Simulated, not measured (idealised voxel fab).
Process module name: voxel quadruple lines
Cross-section cut: width 170 nm, square cells of 5 nm.
Bands, listed from the top down, are how a cross-section gets written in this document; the cross-section itself is a grid of square cells, and a band is one or more rows of them. Heads up on the band format: heights come first, top then bottom, in nm. After that it's the materials left to right, each with its width in nm. A single material flagged "full width" fills the whole band edge to edge, and "empty" means there's empty space there. All heights in this document are referenced to 0, defined as the level beneath which the wafer, as received, consists entirely of one material. The lowest band is not bounded below; it extends indefinitely downward and is written in the form "0..down". Quick explanation for "30 to 40": the width changes in equal steps down the rows of cells, from the first number in the band's top row to the second number in its bottom row. Step marked "nothing altered"? Then no cell in the cross-section changed in it. Empty spaces counting at least 8 cells and having no open way to the top are listed in "Catalogued sealed voids". The notation width x height at distance is used for each, the distance being from the left edge and all three values in nm. What comes after the settings on a step's line is commentary from the simulator itself on that step. The "overlay nm" setting may appear on a step's line; for a step that uses a mask, it gives how far to the right of its planned position the mask lay, and a negative value indicates the left.
Planned process steps:
1 RECEIVE: material Si
2 CONFORMAL_DEP: material Al2O3, thk nm 5
3 DIRECTIONAL_DEP: material W, thk nm 10
4 DIRECTIONAL_DEP: material polySi, thk nm 15
5 DIRECTIONAL_DEP: material aC, thk nm 25
6 PATTERN: tone cover, mask id MANDREL, material resist, width nm 30, thk nm 35, overlay nm 0
7 DIRECTIONAL_ETCH: etch materials aC, depth nm 25
8 STRIP: etch materials resist
9 CONFORMAL_DEP: material SiO2, thk nm 10
10 DIRECTIONAL_ETCH: etch materials SiO2, depth nm 10
11 STRIP: etch materials aC
12 DIRECTIONAL_ETCH: etch materials polySi, depth nm 15
13 STRIP: etch materials SiO2
14 CONFORMAL_DEP: material SiCN, thk nm 10
15 DIRECTIONAL_ETCH: etch materials SiCN, depth nm 10
16 STRIP: etch materials polySi
17 DIRECTIONAL_ETCH: etch materials W, depth nm 10
18 STRIP: etch materials SiCN
19 FILL_DEP: material lowk, thk nm 10
20 CMP: height nm 15
As-received state of the wafer in cross-section, equivalent to post-step 1:
	0..down = Si full width
	Catalogued sealed voids: none
The cross-section shown corresponds to the wafer at the conclusion of the module. The initial structure and the process plan are those presented above; however, one mistake occurred in executing the plan:
	5..0 = Al2O3 full width
	0..down = Si full width
	Catalogued sealed voids: none
Deviation from plan: planned and actual differ for step 20; actual: CMP: height nm 5
